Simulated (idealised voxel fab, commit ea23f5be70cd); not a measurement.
Module name: voxel double patterning (process module)
The cross-section shown here is cut; it is 180 nm wide and divided into square cells measuring 5 nm on a side.
A cross-section is a grid of square cells, given in bands from the top down. A band is one or more rows of cells. The band entry comprises the height of the band's top followed by the height of its bottom, expressed in nm, and subsequently the band's materials from left to right, each stated together with its width in nm. Where a single material is marked with the word "everywhere", that material fills the band from edge to edge. The word "blank" represents empty space. Where do heights start? At 0: under that level the wafer as delivered is made of one material only. And the lowest band has no floor; it just carries on downward, as in "0..down". Width spec "30..40" -> top row of cells at first value, bottom row at second value, equal per-row change in between. "nothing changed" after a step means that no cell of the cross-section changed. "Closed cavities" enumerates empty spaces isolated from the top, with no open way to it, that contain at least 8 cells, giving each as width x height at distance from the left edge, all three in nm. The remark found on a step's line after its settings is issued by the simulator itself and pertains to that step. "overlay nm" answers the question of how far to the right of plan the mask lay on a step that has a mask, and when it is negative the answer is to the left.
Plan:
- 1: RECEIVE | material Si
- 2: CONFORMAL_DEP | material SiO2 | thk nm 10
- 3: DIRECTIONAL_DEP | material polySi | thk nm 20
- 4: DIRECTIONAL_DEP | material SiN | thk nm 5
- 5: DIRECTIONAL_DEP | material aC | thk nm 10
- 6: PATTERN | tone open | mask id FIRST | material resist | width nm 15 | pitch nm 50 | thk nm 25 | overlay nm 0
- 7: DIRECTIONAL_ETCH | etch materials aC | depth nm 10
- 8: STRIP | etch materials resist
- 9: DIRECTIONAL_ETCH | etch materials SiN | depth nm 5
- 10: STRIP | etch materials aC
- 11: DIRECTIONAL_DEP | material aC | thk nm 15
- 12: PATTERN | tone open | mask id SECOND | material resist | width nm 15 | pitch nm 50 | thk nm 30 | overlay nm 0
- 13: DIRECTIONAL_ETCH | etch materials aC | depth nm 15
- 14: STRIP | etch materials resist
- 15: DIRECTIONAL_ETCH | etch materials SiN | depth nm 5
- 16: STRIP | etch materials aC
- 17: DIRECTIONAL_ETCH | etch materials polySi | depth nm 20
- 18: STRIP | etch materials SiN
The first of a set of two wafers, run to plan:
This is the cross-section of the wafer as we received it, i.e. after step 1:
- 0..down: Si everywhere
- Closed cavities: none
Cross-section: wafer state after step 2:
- 10..0: SiO2 everywhere
- Note: structure below 0 unchanged.
Cross-section: wafer state after step 3:
- 30..10: polySi everywhere
- Note: structure below 10 unchanged.
Cross-section: wafer state after step 4:
- 35..30: SiN everywhere
- Note: structure below 30 unchanged.
Cross-section: wafer state after step 5:
- 45..35: aC everywhere
- Note: structure below 35 unchanged.
Cross-section: wafer state after step 6:
- 70..45: 30 nm resist, 15 nm blank, 35 nm resist, 15 nm blank, 35 nm resist, 15 nm blank, 35 nm resist
- Note: structure below 45 unchanged.
Cross-section: wafer state after step 7:
- 60..45: 30 nm resist, 15 nm blank, 35 nm resist, 15 nm blank, 35 nm resist, 15 nm blank, 35 nm resist
- 45..35: 30 nm aC, 15 nm blank, 35 nm aC, 15 nm blank, 35 nm aC, 15 nm blank, 35 nm aC
- Note: structure below 35 unchanged.
Cross-section: wafer state after step 8:
- 45..35: 30 nm aC, 15 nm blank, 35 nm aC, 15 nm blank, 35 nm aC, 15 nm blank, 35 nm aC
- Note: structure below 35 unchanged.
Cross-section: wafer state after step 9:
- 45..35: 30 nm aC, 15 nm blank, 35 nm aC, 15 nm blank, 35 nm aC, 15 nm blank, 35 nm aC
- 35..30: 30 nm SiN, 15 nm blank, 35 nm SiN, 15 nm blank, 35 nm SiN, 15 nm blank, 35 nm SiN
- Note: structure below 30 unchanged.
Cross-section: wafer state after step 10:
- 35..30: 30 nm SiN, 15 nm blank, 35 nm SiN, 15 nm blank, 35 nm SiN, 15 nm blank, 35 nm SiN
- Note: structure below 30 unchanged.
Cross-section: wafer state after step 11:
- 50..45: 30 nm aC, 15 nm blank, 35 nm aC, 15 nm blank, 35 nm aC, 15 nm blank, 35 nm aC
- 45..35: aC everywhere
- 35..30: 30 nm SiN, 15 nm aC, 35 nm SiN, 15 nm aC, 35 nm SiN, 15 nm aC, 35 nm SiN
- Note: structure below 30 unchanged.
Cross-section: wafer state after step 12:
- 80..50: 55 nm resist, 15 nm blank, 35 nm resist, 15 nm blank, 60 nm resist
- 50..45: 30 nm aC, 15 nm resist, 35 nm aC, 15 nm resist, 35 nm aC, 15 nm resist, 35 nm aC
- Note: structure below 45 unchanged.
Cross-section: wafer state after step 13:
- 65..50: 55 nm resist, 15 nm blank, 35 nm resist, 15 nm blank, 60 nm resist
- 50..45: 30 nm aC, 15 nm resist, 10 nm aC, 15 nm blank, 10 nm aC, 15 nm resist, 10 nm aC, 15 nm blank, 10 nm aC, 15 nm resist, 35 nm aC
- 45..35: 55 nm aC, 15 nm blank, 35 nm aC, 15 nm blank, 60 nm aC
- Note: structure below 35 unchanged.
Cross-section: wafer state after step 14:
- 50..45: 30 nm aC, 15 nm blank, 10 nm aC, 15 nm blank, 10 nm aC, 15 nm blank, 10 nm aC, 15 nm blank, 10 nm aC, 15 nm blank, 35 nm aC
- Note: structure below 45 unchanged.
Cross-section: wafer state after step 15:
- 50..45: 30 nm aC, 15 nm blank, 10 nm aC, 15 nm blank, 10 nm aC, 15 nm blank, 10 nm aC, 15 nm blank, 10 nm aC, 15 nm blank, 35 nm aC
- 45..35: 55 nm aC, 15 nm blank, 35 nm aC, 15 nm blank, 60 nm aC
- 35..30: 30 nm SiN, 15 nm aC, 10 nm SiN, 15 nm blank, 10 nm SiN, 15 nm aC, 10 nm SiN, 15 nm blank, 10 nm SiN, 15 nm aC, 35 nm SiN
- Note: structure below 30 unchanged.
Cross-section: wafer state after step 16:
- 35..30: 30 nm SiN, 15 nm blank, 10 nm SiN, 15 nm blank, 10 nm SiN, 15 nm blank, 10 nm SiN, 15 nm blank, 10 nm SiN, 15 nm blank, 35 nm SiN
- Note: structure below 30 unchanged.
Cross-section: wafer state after step 17:
- 35..30: 30 nm SiN, 15 nm blank, 10 nm SiN, 15 nm blank, 10 nm SiN, 15 nm blank, 10 nm SiN, 15 nm blank, 10 nm SiN, 15 nm blank, 35 nm SiN
- 30..10: 30 nm polySi, 15 nm blank, 10 nm polySi, 15 nm blank, 10 nm polySi, 15 nm blank, 10 nm polySi, 15 nm blank, 10 nm polySi, 15 nm blank, 35 nm polySi
- Note: structure below 10 unchanged.
Cross-section: wafer state after step 18:
- 30..10: 30 nm polySi, 15 nm blank, 10 nm polySi, 15 nm blank, 10 nm polySi, 15 nm blank, 10 nm polySi, 15 nm blank, 10 nm polySi, 15 nm blank, 35 nm polySi
- Note: structure below 10 unchanged.
Wafer two. Same start, same plan, one slip in execution. Same as wafer one through step 5, inclusive:
The second wafer cut through, at the time step 6 was supposed to be finished:
- 70..45: 25 nm resist, 25 nm blank, 25 nm resist, 25 nm blank, 25 nm resist, 25 nm blank, 30 nm resist
- Note: structure below 45 unchanged.
The second wafer cut through, at the time step 7 was supposed to be finished:
- 60..45: 25 nm resist, 25 nm blank, 25 nm resist, 25 nm blank, 25 nm resist, 25 nm blank, 30 nm resist
- 45..35: 25 nm aC, 25 nm blank, 25 nm aC, 25 nm blank, 25 nm aC, 25 nm blank, 30 nm aC
- Note: structure below 35 unchanged.
The second wafer cut through, at the time step 8 was supposed to be finished:
- 45..35: 25 nm aC, 25 nm blank, 25 nm aC, 25 nm blank, 25 nm aC, 25 nm blank, 30 nm aC
- Note: structure below 35 unchanged.
The second wafer cut through, at the time step 9 was supposed to be finished:
- 45..35: 25 nm aC, 25 nm blank, 25 nm aC, 25 nm blank, 25 nm aC, 25 nm blank, 30 nm aC
- 35..30: 25 nm SiN, 25 nm blank, 25 nm SiN, 25 nm blank, 25 nm SiN, 25 nm blank, 30 nm SiN
- Note: structure below 30 unchanged.
The second wafer cut through, at the time step 10 was supposed to be finished:
- 35..30: 25 nm SiN, 25 nm blank, 25 nm SiN, 25 nm blank, 25 nm SiN, 25 nm blank, 30 nm SiN
- Note: structure below 30 unchanged.
The second wafer cut through, at the time step 11 was supposed to be finished:
- 50..45: 25 nm aC, 25 nm blank, 25 nm aC, 25 nm blank, 25 nm aC, 25 nm blank, 30 nm aC
- 45..35: aC everywhere
- 35..30: 25 nm SiN, 25 nm aC, 25 nm SiN, 25 nm aC, 25 nm SiN, 25 nm aC, 30 nm SiN
- Note: structure below 30 unchanged.
The second wafer cut through, at the time step 12 was supposed to be finished:
- 80..50: 55 nm resist, 15 nm blank, 35 nm resist, 15 nm blank, 60 nm resist
- 50..45: 25 nm aC, 25 nm resist, 25 nm aC, 25 nm resist, 25 nm aC, 25 nm resist, 30 nm aC
- Note: structure below 45 unchanged.
The second wafer cut through, at the time step 13 was supposed to be finished:
- 65..50: 55 nm resist, 15 nm blank, 35 nm resist, 15 nm blank, 60 nm resist
- 50..45: 25 nm aC, 25 nm resist, 5 nm aC, 15 nm blank, 5 nm aC, 25 nm resist, 5 nm aC, 15 nm blank, 5 nm aC, 25 nm resist, 30 nm aC
- 45..35: 55 nm aC, 15 nm blank, 35 nm aC, 15 nm blank, 60 nm aC
- Note: structure below 35 unchanged.
The second wafer cut through, at the time step 14 was supposed to be finished:
- 50..45: 25 nm aC, 25 nm blank, 5 nm aC, 15 nm blank, 5 nm aC, 25 nm blank, 5 nm aC, 15 nm blank, 5 nm aC, 25 nm blank, 30 nm aC
- Note: structure below 45 unchanged.
The second wafer cut through, at the time step 15 was supposed to be finished:
- 50..45: 25 nm aC, 25 nm blank, 5 nm aC, 15 nm blank, 5 nm aC, 25 nm blank, 5 nm aC, 15 nm blank, 5 nm aC, 25 nm blank, 30 nm aC
- 45..35: 55 nm aC, 15 nm blank, 35 nm aC, 15 nm blank, 60 nm aC
- 35..30: 25 nm SiN, 25 nm aC, 5 nm SiN, 15 nm blank, 5 nm SiN, 25 nm aC, 5 nm SiN, 15 nm blank, 5 nm SiN, 25 nm aC, 30 nm SiN
- Note: structure below 30 unchanged.
The second wafer cut through, at the time step 16 was supposed to be finished:
- 35..30: 25 nm SiN, 25 nm blank, 5 nm SiN, 15 nm blank, 5 nm SiN, 25 nm blank, 5 nm SiN, 15 nm blank, 5 nm SiN, 25 nm blank, 30 nm SiN
- Note: structure below 30 unchanged.
The second wafer cut through, at the time step 17 was supposed to be finished:
- 35..30: 25 nm SiN, 25 nm blank, 5 nm SiN, 15 nm blank, 5 nm SiN, 25 nm blank, 5 nm SiN, 15 nm blank, 5 nm SiN, 25 nm blank, 30 nm SiN
- 30..10: 25 nm polySi, 25 nm blank, 5 nm polySi, 15 nm blank, 5 nm polySi, 25 nm blank, 5 nm polySi, 15 nm blank, 5 nm polySi, 25 nm blank, 30 nm polySi
- Note: structure below 10 unchanged.
The second wafer cut through, at the time step 18 was supposed to be finished:
- 30..10: 25 nm polySi, 25 nm blank, 5 nm polySi, 15 nm blank, 5 nm polySi, 25 nm blank, 5 nm polySi, 15 nm blank, 5 nm polySi, 25 nm blank, 30 nm polySi
- Note: structure below 10 unchanged.
What broke from the plan during processing? step 6 deviated from plan and actually ran as PATTERN | tone open | mask id FIRST | material resist | width nm 25 | pitch nm 50 | thk nm 25 | overlay nm 0
Wafer comparison, final, in cells, second relative to first, materials more or fewer: -24 polySi
